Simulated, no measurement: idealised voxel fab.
This is a process module. Its name is voxel fin reveal.
In the cross-section labelled cut, the width is 245 nm and each square cell is 5 nm.
A cross-section is a grid of square cells, given in bands from the top down. A band is one or more rows of cells.
Band entry format. Leading values: height of top, height of bottom, nm. Remainder: materials in left-to-right order, each with its width in nm. Special words: "throughout" on a single material, which then fills the band edge to edge; "empty", empty space.
Heights are measured from 0, the level below which the as-received wafer is all one material; the lowest band has no bottom and continues downward, written as in "0 down".
With a width like "30..40", each row of cells in the band differs from the next by the same amount, the top row carrying the first number and the bottom row the second.
"remained the same" (step): cross-section cells unchanged, all of them.
"Completely enclosed voids": empty spaces of 8 cells or more with no open way to the top, each given as width x height at distance, distance from the left edge, all in nm.
That trailing text on a step's line, after the settings, is the simulator's own remark on the step.
The "overlay nm" setting may appear on a step's line; for a step that uses a mask, it gives how far to the right of its planned position the mask lay, and a negative value indicates the left.
THESE ARE THE STEPS WE PLANNED FOR THE PROCESS
- 1: RECEIVE with material Si
- 2: CONFORMAL_DEP with material SiN, thk nm 10
- 3: PATTERN with tone cover, mask id FINS, material resist, width nm 15, pitch nm 45, thk nm 15, overlay nm 0
- 4: DIRECTIONAL_ETCH with etch materials SiN, depth nm 10
- 5: DIRECTIONAL_ETCH with etch materials Si, depth nm 35
- 6: STRIP with etch materials resist
- 7: OXIDIZE with depth nm 5
- 8: FILL_DEP with material SiO2, thk nm 5
- 9: CMP with height nm 10
- 10: SELECTIVE_ETCH with etch materials SiO2, depth nm 25
- 11: STRIP with etch materials SiN
- 12: CONFORMAL_DEP with material SiO2, thk nm 5
WAFER CROSS-SECTION ON RECEIPT, I.E. AFTER STEP 1
    0 down | Si throughout
    Completely enclosed voids: none
FIRST OF TWO WAFERS: CROSS-SECTION AT END OF MODULE, RUN PER PLAN
    5 to 0 | 45 of empty, then 15 of SiO2, then 30 of empty, then 15 of SiO2, then 30 of empty, then 15 of SiO2, then 30 of empty, then 15 of SiO2, then 50 of empty
    0 to -10 | 45 of empty, then 5 of SiO2, then 5 of Si, then 5 of SiO2, then 30 of empty, then 5 of SiO2, then 5 of Si, then 5 of SiO2, then 30 of empty, then 5 of SiO2, then 5 of Si, then 5 of SiO2, then 30 of empty, then 5 of SiO2, then 5 of Si, then 5 of SiO2, then 50 of empty
    -10 to -40 | 50 of SiO2, then 5 of Si, then 40 of SiO2, then 5 of Si, then 40 of SiO2, then 5 of Si, then 40 of SiO2, then 5 of Si, then 55 of SiO2
    -40 down | Si throughout
    Completely enclosed voids: none
END OF MODULE, SECOND WAFER, CROSS-SECTION. STARTED LIKE THE FIRST, PLANNED LIKE THE FIRST, RUN WITH ONE MISTAKE
    5 to 0 | 45 of empty, then 15 of SiO2, then 30 of empty, then 15 of SiO2, then 30 of empty, then 15 of SiO2, then 30 of empty, then 15 of SiO2, then 50 of empty
    0 to -10 | 45 of empty, then 5 of SiO2, then 5 of Si, then 5 of SiO2, then 30 of empty, then 5 of SiO2, then 5 of Si, then 5 of SiO2, then 30 of empty, then 5 of SiO2, then 5 of Si, then 5 of SiO2, then 30 of empty, then 5 of SiO2, then 5 of Si, then 5 of SiO2, then 50 of empty
    -10 to -35 | 50 of SiO2, then 5 of Si, then 40 of SiO2, then 5 of Si, then 40 of SiO2, then 5 of Si, then 40 of SiO2, then 5 of Si, then 55 of SiO2
    -35 down | Si throughout
    Completely enclosed voids: none
Where did the run depart from the plan? step 5 changed vs plan, executed as DIRECTIONAL_ETCH with etch materials Si, depth nm 30
Final cells, second wafer relative to first, materials higher or lower: 45 more of Si | 45 fewer of SiO2
